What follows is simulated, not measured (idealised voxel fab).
This is a process module. Its name is voxel fin reveal.
Cross-section cut: width 260 nm, square cells of 5 nm.
In this document a cross-section is written as a grid of square cells. It is given as a series of bands, listed from the top down, and a band is one or more rows of cells. Band: top height; bottom height; in nm. Then, left to right: material with width in nm, for each material. "everywhere": a single material spanning edge to edge. "blank": empty space. Heads up on the height convention: 0 is the point under which the incoming wafer is all one material, and the lowest band has no bottom, it just keeps going down, like "0 nm and below". Note: "30..40" means the width goes from the first number (top row of the band) to the second number (bottom row) in equal steps per row of cells. Where a step carries "identical to before", the cross-section came out of it unchanged, cell for cell. Reported under the label "Encapsulated voids" are the empty spaces having no open way to the top and comprising 8 cells or more; the notation for each is width x height at distance, in which the distance is measured from the left edge and all three values are in nm. Post-settings text on a step line: simulator's own remark regarding the step. "overlay nm" denotes, for a step that has a mask, the displacement of the mask to the right of its planned place, with negative values corresponding to the left.
PLAN
- 1: RECEIVE | material Si
- 2: CONFORMAL_DEP | material SiN | thk nm 5
- 3: DIRECTIONAL_DEP | material aC | thk nm 10
- 4: PATTERN | tone cover | mask id FINS | material resist | width nm 15 | pitch nm 35 | thk nm 25 | overlay nm 0
- 5: DIRECTIONAL_ETCH | etch materials aC | depth nm 10
- 6: STRIP | etch materials resist
- 7: DIRECTIONAL_ETCH | etch materials SiN | depth nm 5
- 8: DIRECTIONAL_ETCH | etch materials Si | depth nm 35
- 9: STRIP | etch materials aC
- 10: FILL_DEP | material SiO2 | thk nm 5
- 11: CMP | height nm 5
- 12: SELECTIVE_ETCH | etch materials SiO2 | depth nm 25
- 13: STRIP | etch materials SiN
- 14: CONFORMAL_DEP | material HfO2 | thk nm 5
CROSS-SECTION OF THE INCOMING WAFER, STATE AFTER STEP 1
* 0 nm and below  Si everywhere
* Encapsulated voids: none
POST-MODULE CROSS-SECTION OF THE FIRST OF TWO WAFERS (RUN PER PLAN)
* 5 nm to 0 nm  65 of blank, then 25 of HfO2, then 10 of blank, then 25 of HfO2, then 10 of blank, then 25 of HfO2, then 10 of blank, then 25 of HfO2, then 65 of blank
* 0 nm to -15 nm  65 of blank, then 5 of HfO2, then 15 of Si, then 5 of HfO2, then 10 of blank, then 5 of HfO2, then 15 of Si, then 5 of HfO2, then 10 of blank, then 5 of HfO2, then 15 of Si, then 5 of HfO2, then 10 of blank, then 5 of HfO2, then 15 of Si, then 5 of HfO2, then 65 of blank
* -15 nm to -20 nm  70 of HfO2, then 15 of Si, then 20 of HfO2, then 15 of Si, then 20 of HfO2, then 15 of Si, then 20 of HfO2, then 15 of Si, then 70 of HfO2
* -20 nm to -35 nm  70 of SiO2, then 15 of Si, then 20 of SiO2, then 15 of Si, then 20 of SiO2, then 15 of Si, then 20 of SiO2, then 15 of Si, then 70 of SiO2
* -35 nm and below  Si everywhere
* Encapsulated voids: none
THE SECOND WAFER, SHOWN IN CROSS-SECTION AFTER THE MODULE: STARTED THE SAME WAY AS THE FIRST AND GIVEN THE SAME PLAN, YET ONE MISTAKE CREPT INTO HOW IT WAS RUN
* 0 nm to -20 nm  70 of blank, then 15 of Si, then 20 of blank, then 15 of Si, then 20 of blank, then 15 of Si, then 20 of blank, then 15 of Si, then 70 of blank
* -20 nm to -35 nm  70 of SiO2, then 15 of Si, then 20 of SiO2, then 15 of Si, then 20 of SiO2, then 15 of Si, then 20 of SiO2, then 15 of Si, then 70 of SiO2
* -35 nm and below  Si everywhere
* Encapsulated voids: none
Which mistake was made when the wafer was run? step 14 of the plan was jumped over and never run
Wafer comparison, final, in cells, second relative to first, materials more or fewer: -84 HfO2
